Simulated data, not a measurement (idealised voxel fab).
Process module name: voxel capacitor over wiring
Xsec cut, 240 nm wide, square cell size 5 nm.
Cross-section = grid of square cells, listed top down in bands; band = one or more rows.
Per band: top height and bottom height in nm, followed by the left-to-right materials and their widths in nm; "throughout" marks a single material spanning edge to edge, "air" marks empty space.
Measure heights from 0. That's the level where, below it, the as-received wafer is all one material. The lowest band is bottomless and extends downward; write it as in "from 0 down".
When a width is written as two numbers, as in "30 to 40", the first number is the width in the top row of cells of the band and the second is the width in its bottom row, and the width changes by the same amount from each row to the next.
Key: "left unchanged" - step with no changed cell in the cross-section.
Fully sealed voids: empty space of 8 cells or more with no open way to the top, each as width x height at its distance from the left edge, in nm
Formally, on a step line, whatever follows the settings is a remark that the simulator itself makes on the step.
"overlay nm" denotes, for a step that has a mask, the displacement of the mask to the right of its planned place, with negative values corresponding to the left.

List of planned process steps
- 1: RECEIVE: material Si
- 2: CONFORMAL_DEP: material SiO2, thk nm 15
- 3: CONFORMAL_DEP: material SiCN, thk nm 5
- 4: DIRECTIONAL_DEP: material SiO2, thk nm 15
- 5: PATTERN: tone open, mask id METAL_1, material resist, width nm 25, pitch nm 85, thk nm 15, overlay nm 0
- 6: DIRECTIONAL_ETCH: etch materials SiO2, depth nm 15
- 7: DIRECTIONAL_ETCH: etch materials SiCN, depth nm 5
- 8: STRIP: etch materials resist
- 9: CONFORMAL_DEP: material TiN, thk nm 5
- 10: FILL_DEP: material Ru, thk nm 10
- 11: CMP: height nm 35
- 12: CONFORMAL_DEP: material SiCN, thk nm 5
- 13: DIRECTIONAL_DEP: material lowk, thk nm 10
- 14: PATTERN: tone open, mask id PLUG_1, material resist, width nm 15, thk nm 20, overlay nm 0
- 15: DIRECTIONAL_ETCH: etch materials lowk, depth nm 10
- 16: DIRECTIONAL_ETCH: etch materials SiCN, depth nm 5
- 17: STRIP: etch materials resist
- 18: EPI: material Ru, thk nm 10
- 19: EPI: material Ru, thk nm 5
- 20: DIRECTIONAL_DEP: material TiN, thk nm 5
- 21: DIRECTIONAL_DEP: material Al2O3, thk nm 5
- 22: DIRECTIONAL_DEP: material TiN, thk nm 5
- 23: DIRECTIONAL_DEP: material aC, thk nm 15
- 24: PATTERN: tone cover, mask id UPPER_PLATE, material resist, width nm 65, thk nm 30, overlay nm 0
- 25: DIRECTIONAL_ETCH: etch materials aC, depth nm 15
- 26: STRIP: etch materials resist
- 27: DIRECTIONAL_ETCH: etch materials TiN, depth nm 5
- 28: DIRECTIONAL_ETCH: etch materials Al2O3, depth nm 5
- 29: STRIP: etch materials aC
- 30: PATTERN: tone cover, mask id LOWER_PLATE, material resist, width nm 75, thk nm 20, overlay nm 0
- 31: DIRECTIONAL_ETCH: etch materials TiN, depth nm 5
- 32: STRIP: etch materials resist
- 33: FILL_DEP: material SiO2, thk nm 15
- 34: CMP: height nm 75
- 35: DIRECTIONAL_DEP: material aC, thk nm 15
- 36: PATTERN: tone open, mask id PLUG_2, material resist, width nm 15, thk nm 35, overlay nm 0
- 37: DIRECTIONAL_ETCH: etch materials aC, depth nm 15
- 38: STRIP: etch materials resist
- 39: DIRECTIONAL_ETCH: etch materials SiO2, depth nm 10
- 40: STRIP: etch materials aC
- 41: CONFORMAL_DEP: material TiN, thk nm 5
- 42: FILL_DEP: material W, thk nm 5
- 43: CMP: height nm 75
- 44: CONFORMAL_DEP: material SiCN, thk nm 5

Cross-section: wafer on arrival = after step 1
	from 0 down  Si throughout
	Fully sealed voids: none

Wafer at module end, in section. Began as above, planned as above, run with one mistake
	from 80 to 75  SiCN throughout
	from 75 to 70  SiO2 (85); TiN (5); W (5); TiN (5); SiO2 (140)
	from 70 to 60  SiO2 (85); TiN (15 to 60); SiO2 (140 to 95)
	from 60 to 55  SiO2 (85); Al2O3 (65); SiO2 (90)
	from 55 to 50  SiO2 (70); TiN (80); SiO2 (90)
	from 50 to 40  lowk (75); Ru (15); lowk (150)
	from 40 to 35  SiCN (75); Ru (15); SiCN (150)
	from 35 to 20  SiO2 (65); TiN (5); Ru (15); TiN (5); SiO2 (60); TiN (5); Ru (15); TiN (5); SiO2 (65)
	from 20 to 15  SiCN (65); TiN (25); SiCN (60); TiN (25); SiCN (65)
	from 15 to 0  SiO2 throughout
	from 0 down  Si throughout
	Fully sealed voids: none
Error vs. plan: step 24 ran differently from the plan; actual operation with settings: PATTERN: tone cover, mask id UPPER_PLATE, material resist, width nm 65, thk nm 30, overlay nm 10
